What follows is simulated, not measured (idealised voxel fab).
process module | voxel lift off
It is cross-section cut that appears here, measuring 175 nm in width, its square cells being 5 nm in size.
Cross-section = grid of square cells, listed top down in bands; band = one or more rows.
For a band, the entry starts with two heights in nm, that of the top and then that of the bottom, and carries on with the band's materials in order from left to right, each alongside its width in nm; the word "full width" beside a single material means it fills the band edge to edge, and "empty" means empty space.
Height reference: 0 = level under which incoming wafer is all one material. Lowest band: no bottom, runs on downward, e.g. "0 -> down".
Width spec "30 to 40" -> top row of cells at first value, bottom row at second value, equal per-row change in between.
No cell of the cross-section changed in a step that is given as "no alterations made".
You'll see "Sealed cavities" listing empty spaces that have no way open to the top, as long as they're 8 cells or more; the notation is width x height at distance, where the distance is from the left edge, and all of it is in nm.
It should be noted that, on the line of a given step, the content following the step's settings is a remark produced by the simulator itself with respect to that step.
What "overlay nm" on a step's line means: if the step has a mask, that mask lay this far to the right of its planned place, or, when the value is negative, to the left.

-- Listed below are the process steps as planned
| 1 | RECEIVE with material Si |
| 2 | CONFORMAL_DEP with material SiN, thk nm 15 |
| 3 | PATTERN with tone open, mask id LINES, material resist, width nm 15, pitch nm 35, thk nm 25, overlay nm 0 |
| 4 | DIRECTIONAL_DEP with material Ru, thk nm 10 |
| 5 | STRIP with etch materials resist |
| 6 | CONFORMAL_DEP with material SiCN, thk nm 10 |

-- Cross-section of the wafer upon arrival, representing the state reached after step 1
    0 -> down | Si full width
    Sealed cavities: none

-- Cross-section taken at module completion on the first of two wafers; processed per the plan
    35 -> 25 | 15 empty, 140 SiCN, 20 empty
    25 -> 15 | 25 SiCN, 15 Ru, 20 SiCN, 15 Ru, 20 SiCN, 15 Ru, 20 SiCN, 15 Ru, 30 SiCN
    15 -> 0 | SiN full width
    0 -> down | Si full width
    Sealed cavities: none

-- Second wafer of the two, sectioned at the end of the module. It began like the first and followed the same plan, but one mistake was made while running it
    45 -> 35 | 15 empty, 140 SiCN, 20 empty
    35 -> 25 | 25 SiCN, 15 Ru, 20 SiCN, 15 Ru, 20 SiCN, 15 Ru, 20 SiCN, 15 Ru, 30 SiCN
    25 -> 0 | SiN full width
    0 -> down | Si full width
    Sealed cavities: none
Nonconformance to the process plan: in deviation from the planned setting, step 2 was conducted as CONFORMAL_DEP with material SiN, thk nm 25
Cell-count delta at end, second wafer over first, by material: 70 more of SiN
